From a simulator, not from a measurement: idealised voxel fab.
The document below concerns the process module designated voxel air gaps.
For reference, the cross-section in this document is cut, with width 285 nm and square cells of 5 nm.
A cross-section in this document is a grid of square cells, and it is written down as bands, the top band listed before the ones below it; a band is made up of one or more rows of cells. Each band's line starts with the height of the band's top and of its bottom, in nm. Then come its materials from left to right, each with its width in nm. One material with "all across" fills the band from edge to edge. "empty" is empty space. It should be noted that heights are counted from 0, beneath which the wafer as supplied is of one material throughout, and that the lowest band possesses no lower boundary but continues downward, as written in "0 -> down". A two-number width, for instance "30..40", indicates that the width is equal to the first number in the top row of the band and to the second number in the bottom row, and that it changes by a constant amount per row of cells. "nothing changed" after a step means that no cell of the cross-section changed. Voids not open to the top, 8 cells minimum: see "Cavities, closed". Written width x height at distance; distance is from the left edge; nm. Whatever follows a step's settings on its line is a remark the simulator itself makes about that step. The setting "overlay nm" may be written on the line of a step. When the step uses a mask, the value reports how far to the right of the planned place the mask lay, and a negative value reports that it lay to the left.

PROCESS STEPS FORESEEN IN THE PLAN
1,RECEIVE (material Si)
2,CONFORMAL_DEP (material SiO2; thk nm 10)
3,CONFORMAL_DEP (material SiCN; thk nm 5)
4,DIRECTIONAL_DEP (material SiO2; thk nm 40)
5,MASKED_ETCH (tone open; mask id LINES; width nm 15; pitch nm 50; etch materials SiO2; depth nm 40; overlay nm 0)
6,CONFORMAL_DEP (material TiN; thk nm 5)
7,FILL_DEP (material W; thk nm 10)
8,CMP (height nm 55)
9,EPI (material Ru; thk nm 10)
10,SELECTIVE_ETCH (etch materials SiO2; depth nm 50)
11,CONFORMAL_DEP (material SiCN; thk nm 5)
Heads up: all these wafers start the same, and what changes between them is the width nm in step 5. The value you see in the plan is just what the first wafer got.

CROSS-SECTION: THE FIRST OF SEVERAL WAFERS IN ITS AS-RECEIVED STATE, I.E. FOLLOWING STEP 1
  0 -> down | Si all across
  Cavities, closed: none

THE CROSS-SECTION OF THE FIRST OF SEVERAL WAFERS IS GIVEN BELOW FOR THE END OF THE MODULE, AFTER ITS FINAL STEP, STEP 11
  70 -> 65 | empty=70  SiCN=45  empty=5  SiCN=45  empty=5  SiCN=45  empty=70
  65 -> 55 | empty=70  SiCN=5  Ru=35  SiCN=5  empty=5  SiCN=5  Ru=35  SiCN=5  empty=5  SiCN=5  Ru=35  SiCN=5  empty=70
  55 -> 50 | empty=70  SiCN=15  TiN=5  W=5  TiN=5  SiCN=15  empty=5  SiCN=15  TiN=5  W=5  TiN=5  SiCN=15  empty=5  SiCN=15  TiN=5  W=5  TiN=5  SiCN=15  empty=70
  50 -> 20 | empty=80  SiCN=5  TiN=5  W=5  TiN=5  SiCN=5  empty=25  SiCN=5  TiN=5  W=5  TiN=5  SiCN=5  empty=25  SiCN=5  TiN=5  W=5  TiN=5  SiCN=5  empty=80
  20 -> 15 | SiCN=85  TiN=15  SiCN=35  TiN=15  SiCN=35  TiN=15  SiCN=85
  15 -> 10 | SiCN all across
  10 -> 0 | SiO2 all across
  0 -> down | Si all across
  Cavities, closed: none

A CROSS-SECTION THROUGH THE LAST WAFER AT THE CLOSE OF THE MODULE
  70 -> 65 | empty=60  SiCN=165  empty=60
  65 -> 55 | empty=60  SiCN=5  Ru=155  SiCN=5  empty=60
  55 -> 50 | empty=60  SiCN=15  TiN=5  W=25  TiN=5  SiO2=15  TiN=5  W=25  TiN=5  SiO2=15  TiN=5  W=25  TiN=5  SiCN=15  empty=60
  50 -> 20 | empty=70  SiCN=5  TiN=5  W=25  TiN=5  SiO2=15  TiN=5  W=25  TiN=5  SiO2=15  TiN=5  W=25  TiN=5  SiCN=5  empty=70
  20 -> 15 | SiCN=75  TiN=35  SiO2=15  TiN=35  SiO2=15  TiN=35  SiCN=75
  15 -> 10 | SiCN all across
  10 -> 0 | SiO2 all across
  0 -> down | Si all across
  Cavities, closed: none

QUICK KEY FOR THE TABLE: A ROW PER WAFER, TAKEN AT THE END OF THE MODULE. FOR EACH MATERIAL IT TELLS YOU HOW MANY CELLS THE WAFER GAINED (+) OR LOST (-) SINCE IT CAME IN, AND THE CLOSED VOIDS COME AFTER
width nm 15 | +42 Ru | +198 SiCN | +114 SiO2 | +51 TiN | +21 W | Cavities, closed: none
width nm 20 | +48 Ru | +198 SiCN | +114 SiO2 | +54 TiN | +42 W | Cavities, closed: 20 x 30 at 110; 20 x 30 at 160
width nm 25 | +54 Ru | +190 SiCN | +114 SiO2 | +57 TiN | +63 W | Cavities, closed: 15 x 30 at 110; 15 x 30 at 160
width nm 30 | +60 Ru | +142 SiCN | +178 SiO2 | +60 TiN | +84 W | Cavities, closed: none
width nm 35 | +62 Ru | +142 SiCN | +162 SiO2 | +63 TiN | +105 W | Cavities, closed: none
